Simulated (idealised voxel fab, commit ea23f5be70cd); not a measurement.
Process module, titled voxel self aligned contacts
The cross-section shown here is cut; it is 285 nm wide and divided into square cells measuring 5 nm on a side.
For the purposes of this document, a cross-section shall be understood as a grid of square cells, specified as bands listed in top-to-bottom order, each band consisting of one or more rows of cells. Heads up on the band format: heights come first, top then bottom, in nm. After that it's the materials left to right, each with its width in nm. A single material flagged "throughout" fills the whole band edge to edge, and "air" means there's empty space there. Beneath 0, the wafer as received is one material, and that level is where height counting begins. The lowest band goes on downward without a bottom; it is written like "top 0, no bottom". When a width is written as two numbers, as in "30->40", the first number is the width in the top row of cells of the band and the second is the width in its bottom row, and the width changes by the same amount from each row to the next. "changes: none", as given for a step, is the statement that not any cell of the cross-section underwent a change during that step. Closed empty spaces (no open way to the top) of 8 cells or more are what "Catalogued sealed voids" lists, each as width x height at distance from the left edge, nm for all three. On each step's line, the part that comes after the settings is the simulator's own comment on the step. overlay nm: on a step with a mask, how far right of its planned place the mask lay; negative means left.
**The process steps that were planned are listed below**
step 1: RECEIVE [material Si]
step 2: OXIDIZE [depth nm 5]
step 3: DIRECTIONAL_DEP [material polySi] [thk nm 25]
step 4: DIRECTIONAL_DEP [material SiN] [thk nm 15]
step 5: DIRECTIONAL_DEP [material aC] [thk nm 15]
step 6: PATTERN [tone cover] [mask id GATE] [material resist] [width nm 25] [pitch nm 55] [thk nm 30] [overlay nm 0]
step 7: DIRECTIONAL_ETCH [etch materials aC] [depth nm 15]
step 8: STRIP [etch materials resist]
step 9: DIRECTIONAL_ETCH [etch materials SiN] [depth nm 15]
step 10: DIRECTIONAL_ETCH [etch materials polySi] [depth nm 25]
step 11: STRIP [etch materials aC]
step 12: CONFORMAL_DEP [material SiN] [thk nm 5]
step 13: DIRECTIONAL_ETCH [etch materials SiN] [depth nm 5]
step 14: FILL_DEP [material SiO2] [thk nm 10]
step 15: CMP [height nm 45]
step 16: MASKED_ETCH [tone open] [mask id CONTACT] [width nm 40] [pitch nm 55] [etch materials SiO2] [depth nm 50] [overlay nm 0]
step 17: CONFORMAL_DEP [material TiN] [thk nm 5]
step 18: FILL_DEP [material W] [thk nm 5]
step 19: CMP [height nm 45]
step 20: CONFORMAL_DEP [material SiN] [thk nm 5]
**Cross-section of the wafer upon arrival, representing the state reached after step 1**
* top 0, no bottom = Si throughout
* Catalogued sealed voids: none
**The module was run from the start shown above using the plan shown above, but one mistake was made doing it; the resulting wafer cross-section is below**
* top 50, bottom 45 = SiN throughout
* top 45, bottom 40 = 70 nm SiO2; 35 nm aC; 5 nm TiN; 10 nm W; 5 nm TiN; 35 nm aC; 5 nm TiN; 10 nm W; 5 nm TiN; 35 nm aC; 70 nm SiO2
* top 40, bottom 25 = 70 nm SiO2; 5 nm aC; 25 nm SiN; 5 nm aC; 5 nm TiN; 10 nm W; 5 nm TiN; 5 nm aC; 25 nm SiN; 5 nm aC; 5 nm TiN; 10 nm W; 5 nm TiN; 5 nm aC; 25 nm SiN; 5 nm aC; 70 nm SiO2
* top 25, bottom 10 = 70 nm SiO2; 5 nm aC; 25 nm polySi; 5 nm aC; 5 nm TiN; 10 nm W; 5 nm TiN; 5 nm aC; 25 nm polySi; 5 nm aC; 5 nm TiN; 10 nm W; 5 nm TiN; 5 nm aC; 25 nm polySi; 5 nm aC; 70 nm SiO2
* top 10, bottom 5 = 70 nm SiO2; 5 nm aC; 25 nm polySi; 5 nm aC; 20 nm TiN; 5 nm aC; 25 nm polySi; 5 nm aC; 20 nm TiN; 5 nm aC; 25 nm polySi; 5 nm aC; 70 nm SiO2
* top 5, bottom 0 = 75 nm aC; 25 nm polySi; 30 nm aC; 25 nm polySi; 30 nm aC; 25 nm polySi; 75 nm aC
* top 0, bottom -5 = SiO2 throughout
* top -5, no bottom = Si throughout
* Catalogued sealed voids: none
Deviation from plan: contrary to plan, step 12 was performed as CONFORMAL_DEP [material aC] [thk nm 5]
